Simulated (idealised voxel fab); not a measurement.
The following is a process module called voxel wiring stack.
In the cross-section labelled cut, the width is 150 nm and each square cell is 5 nm.
A cross-section is a grid of square cells, given in bands from the top down. A band is one or more rows of cells. Band: top height; bottom height; in nm. Then, left to right: material with width in nm, for each material. "throughout": a single material spanning edge to edge. "empty": empty space. Convention: height 0 is the level below which the wafer, as received, is all one material. The lowest band does not terminate at the bottom but continues downward, represented as "0..down". Per-row width for "30->40": begins at first number (top row of band), ends at second number (bottom row), increment between rows held constant. The cross-section has no changed cell in any step marked "identical to before". Reported under the label "Trapped voids" are the empty spaces having no open way to the top and comprising 8 cells or more; the notation for each is width x height at distance, in which the distance is measured from the left edge and all three values are in nm. Note: text after step settings on the step line = simulator remark on that step. For masked steps, "overlay nm" on the step line gives how far right of plan the mask actually lay; a minus sign means it lay to the left.
**The following list gives the planned process steps**
step 1: RECEIVE (material Si)
step 2: CONFORMAL_DEP (material SiO2; thk nm 15)
step 3: DIRECTIONAL_DEP (material TiN; thk nm 5)
step 4: DIRECTIONAL_DEP (material Ru; thk nm 15)
step 5: MASKED_ETCH (tone cover; mask id METAL_1; width nm 25; pitch nm 45; etch materials Ru; depth nm 15; overlay nm 0)
step 6: MASKED_ETCH (tone cover; mask id METAL_1; width nm 25; pitch nm 45; etch materials TiN; depth nm 5; overlay nm 0)
step 7: CONFORMAL_DEP (material SiN; thk nm 5)
step 8: FILL_DEP (material lowk; thk nm 5)
step 9: CMP (height nm 35)
step 10: CONFORMAL_DEP (material SiCN; thk nm 5)
step 11: DIRECTIONAL_DEP (material SiO2; thk nm 15)
step 12: MASKED_ETCH (tone open; mask id PLUG_1; width nm 15; pitch nm 90; etch materials SiO2; depth nm 15; overlay nm 0)
step 13: MASKED_ETCH (tone open; mask id PLUG_1; width nm 15; pitch nm 90; etch materials SiCN; depth nm 5; overlay nm 0)
step 14: CONFORMAL_DEP (material TiN; thk nm 5)
step 15: FILL_DEP (material Cu; thk nm 10)
step 16: CMP (height nm 55)
step 17: CONFORMAL_DEP (material SiCN; thk nm 5)
step 18: DIRECTIONAL_DEP (material lowk; thk nm 15)
step 19: DIRECTIONAL_DEP (material aC; thk nm 15)
step 20: PATTERN (tone open; mask id METAL_2; material resist; width nm 25; pitch nm 45; thk nm 30; overlay nm 0)
step 21: DIRECTIONAL_ETCH (etch materials aC; depth nm 15)
step 22: STRIP (etch materials resist)
step 23: DIRECTIONAL_ETCH (etch materials lowk; depth nm 15)
step 24: DIRECTIONAL_ETCH (etch materials SiCN; depth nm 5)
step 25: STRIP (etch materials aC)
step 26: CONFORMAL_DEP (material TiN; thk nm 5)
step 27: FILL_DEP (material Ru; thk nm 10)
step 28: CMP (height nm 75)
step 29: CONFORMAL_DEP (material SiCN; thk nm 5)
step 30: DIRECTIONAL_DEP (material SiO2; thk nm 35)
step 31: MASKED_ETCH (tone open; mask id METAL_3_HOLES; width nm 15; pitch nm 45; etch materials SiO2; depth nm 35; overlay nm 0)
step 32: PATTERN (tone open; mask id METAL_3; material resist; width nm 25; pitch nm 45; thk nm 15; overlay nm 0)
step 33: DIRECTIONAL_ETCH (etch materials SiO2; depth nm 20)
step 34: DIRECTIONAL_ETCH (etch materials SiCN; depth nm 5)
step 35: STRIP (etch materials resist)
step 36: CONFORMAL_DEP (material TiN; thk nm 5)
step 37: FILL_DEP (material Cu; thk nm 5)
step 38: CMP (height nm 115)
step 39: CONFORMAL_DEP (material SiN; thk nm 5)
**As-received state of the wafer in cross-section, equivalent to post-step 1**
    0..down = Si throughout
    Trapped voids: none
**Run as planned - first of the two wafers cross-sectioned at the end of the module**
    120..115 = SiN throughout
    115..100 = SiO2 15 nm | TiN 5 nm | Cu 15 nm | TiN 5 nm | SiO2 20 nm | TiN 5 nm | Cu 15 nm | TiN 5 nm | SiO2 20 nm | TiN 5 nm | Cu 15 nm | TiN 5 nm | SiO2 20 nm
    100..95 = SiO2 15 nm | TiN 5 nm | Cu 5 nm | TiN 15 nm | SiO2 20 nm | TiN 5 nm | Cu 5 nm | TiN 15 nm | SiO2 20 nm | TiN 5 nm | Cu 5 nm | TiN 15 nm | SiO2 20 nm
    95..80 = SiO2 15 nm | TiN 5 nm | Cu 5 nm | TiN 5 nm | SiO2 30 nm | TiN 5 nm | Cu 5 nm | TiN 5 nm | SiO2 30 nm | TiN 5 nm | Cu 5 nm | TiN 5 nm | SiO2 30 nm
    80..75 = SiCN 15 nm | TiN 15 nm | SiCN 30 nm | TiN 15 nm | SiCN 30 nm | TiN 15 nm | SiCN 30 nm
    75..60 = lowk 15 nm | TiN 5 nm | Ru 15 nm | TiN 5 nm | lowk 20 nm | TiN 5 nm | Ru 15 nm | TiN 5 nm | lowk 20 nm | TiN 5 nm | Ru 15 nm | TiN 5 nm | lowk 20 nm
    60..55 = SiCN 15 nm | TiN 25 nm | SiCN 20 nm | TiN 25 nm | SiCN 20 nm | TiN 25 nm | SiCN 20 nm
    55..40 = SiO2 15 nm | TiN 5 nm | Cu 5 nm | TiN 5 nm | SiO2 75 nm | TiN 5 nm | Cu 5 nm | TiN 5 nm | SiO2 30 nm
    40..35 = SiCN 15 nm | TiN 15 nm | SiCN 75 nm | TiN 15 nm | SiCN 30 nm
    35..20 = lowk 10 nm | SiN 5 nm | Ru 25 nm | SiN 5 nm | lowk 10 nm | SiN 5 nm | Ru 25 nm | SiN 5 nm | lowk 10 nm | SiN 5 nm | Ru 25 nm | SiN 5 nm | lowk 15 nm
    20..15 = SiN 15 nm | TiN 25 nm | SiN 20 nm | TiN 25 nm | SiN 20 nm | TiN 25 nm | SiN 20 nm
    15..0 = SiO2 throughout
    0..down = Si throughout
    Trapped voids: none
**Second of two wafers, module complete, sectioned: it shares the first wafer's start and plan but was run with one mistake**
    120..115 = SiN throughout
    115..100 = SiO2 15 nm | TiN 5 nm | Cu 15 nm | TiN 5 nm | SiO2 20 nm | TiN 5 nm | Cu 15 nm | TiN 5 nm | SiO2 20 nm | TiN 5 nm | Cu 15 nm | TiN 5 nm | SiO2 20 nm
    100..95 = SiO2 15 nm | TiN 5 nm | Cu 5 nm | TiN 15 nm | SiO2 20 nm | TiN 5 nm | Cu 5 nm | TiN 15 nm | SiO2 20 nm | TiN 5 nm | Cu 5 nm | TiN 15 nm | SiO2 20 nm
    95..80 = SiO2 15 nm | TiN 5 nm | Cu 5 nm | TiN 5 nm | SiO2 30 nm | TiN 5 nm | Cu 5 nm | TiN 5 nm | SiO2 30 nm | TiN 5 nm | Cu 5 nm | TiN 5 nm | SiO2 30 nm
    80..75 = SiCN 15 nm | TiN 15 nm | SiCN 30 nm | TiN 15 nm | SiCN 30 nm | TiN 15 nm | SiCN 30 nm
    75..60 = Ru 10 nm | TiN 5 nm | lowk 25 nm | TiN 5 nm | Ru 10 nm | TiN 5 nm | lowk 25 nm | TiN 5 nm | Ru 10 nm | TiN 5 nm | lowk 25 nm | TiN 5 nm | Ru 15 nm
    60..55 = TiN 15 nm | SiCN 25 nm | TiN 20 nm | SiCN 25 nm | TiN 20 nm | SiCN 25 nm | TiN 20 nm
    55..40 = SiO2 15 nm | TiN 5 nm | Cu 5 nm | TiN 5 nm | SiO2 75 nm | TiN 5 nm | Cu 5 nm | TiN 5 nm | SiO2 30 nm
    40..35 = SiCN 15 nm | TiN 15 nm | SiCN 75 nm | TiN 15 nm | SiCN 30 nm
    35..20 = lowk 10 nm | SiN 5 nm | Ru 25 nm | SiN 5 nm | lowk 10 nm | SiN 5 nm | Ru 25 nm | SiN 5 nm | lowk 10 nm | SiN 5 nm | Ru 25 nm | SiN 5 nm | lowk 15 nm
    20..15 = SiN 15 nm | TiN 25 nm | SiN 20 nm | TiN 25 nm | SiN 20 nm | TiN 25 nm | SiN 20 nm
    15..0 = SiO2 throughout
    0..down = Si throughout
    Trapped voids: none
Run error: step 20 ran as: PATTERN (tone cover; mask id METAL_2; material resist; width nm 25; pitch nm 45; thk nm 30; overlay nm 0)
When the process is done, the second wafer contains the same cell count of every material as the first wafer, but distributed over other locations.
